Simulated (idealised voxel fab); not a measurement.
The following is a process module called voxel self aligned contacts.
Square cell edge 5 nm, section width 225 nm, ID cut.
For the purposes of this document, a cross-section shall be understood as a grid of square cells, specified as bands listed in top-to-bottom order, each band consisting of one or more rows of cells.
Each band's line starts with the height of the band's top and of its bottom, in nm. Then come its materials from left to right, each with its width in nm. One material with "full width" fills the band from edge to edge. "empty" is empty space.
Heights are reckoned from 0. Under this level, the received wafer is all of one material. The bottommost band is open-ended downward, for example "0 nm and below".
Think of "30 to 40" as a width that walks from the first number to the second as you go down the band, top row to bottom row, taking equal-sized steps from row to row.
"no modification" for a step: no cell of the cross-section changed in that step.
Heads up: "Enclosed void entries" only lists the empty pockets with no open path to the top that are 8 cells or more, and it writes them as width x height at distance, distance from the left edge, in nm.
Note: text after step settings on the step line = simulator remark on that step.
overlay nm: right-of-plan distance of the mask on a masked step; negative values mean left-of-plan.

**So here's the lineup of process steps we planned**
1: RECEIVE with material Si
2: OXIDIZE with depth nm 5
3: DIRECTIONAL_DEP with material polySi, thk nm 20
4: DIRECTIONAL_DEP with material SiN, thk nm 20
5: DIRECTIONAL_DEP with material aC, thk nm 10
6: PATTERN with tone cover, mask id GATE, material resist, width nm 25, pitch nm 50, thk nm 30, overlay nm 0
7: DIRECTIONAL_ETCH with etch materials aC, depth nm 10
8: STRIP with etch materials resist
9: DIRECTIONAL_ETCH with etch materials SiN, depth nm 20
10: DIRECTIONAL_ETCH with etch materials polySi, depth nm 20
11: STRIP with etch materials aC
12: CONFORMAL_DEP with material SiN, thk nm 5
13: DIRECTIONAL_ETCH with etch materials SiN, depth nm 5
14: FILL_DEP with material SiO2, thk nm 15
15: CMP with height nm 50
16: PATTERN with tone open, mask id CONTACT, material resist, width nm 35, pitch nm 50, thk nm 20, overlay nm 0
17: DIRECTIONAL_ETCH with etch materials SiO2, depth nm 55
18: STRIP with etch materials resist
19: CONFORMAL_DEP with material TiN, thk nm 5
20: FILL_DEP with material Ru, thk nm 5
21: CMP with height nm 50
22: CONFORMAL_DEP with material SiCN, thk nm 5

**as received, after step 1**
	0 nm and below  Si full width
	Enclosed void entries: none

**Here's the wafer cut in cross-section after the module, started and planned just like above, except one thing was done wrong in the run**
	55 nm to 50 nm  SiCN full width
	50 nm to 40 nm  70 SiO2 | 5 to 15 TiN | 25 to 5 Ru | 5 to 15 TiN | 15 SiO2 | 5 to 15 TiN | 25 to 5 Ru | 5 to 15 TiN | 70 SiO2
	40 nm to 25 nm  45 SiO2 | 5 SiN | 25 polySi | 5 SiN | 5 TiN | 5 Ru | 5 TiN | 5 SiN | 25 polySi | 5 SiN | 5 TiN | 5 Ru | 5 TiN | 5 SiN | 25 polySi | 5 SiN | 45 SiO2
	25 nm to 20 nm  45 SiO2 | 5 SiN | 25 polySi | 5 SiN | 15 TiN | 5 SiN | 25 polySi | 5 SiN | 15 TiN | 5 SiN | 25 polySi | 5 SiN | 45 SiO2
	20 nm to 0 nm  SiN full width
	0 nm to -5 nm  SiO2 full width
	-5 nm and below  Si full width
	Enclosed void entries: none
What was done differently from what was planned? so 3 and 4 got swapped relative to the plan, each ran where the other was supposed to
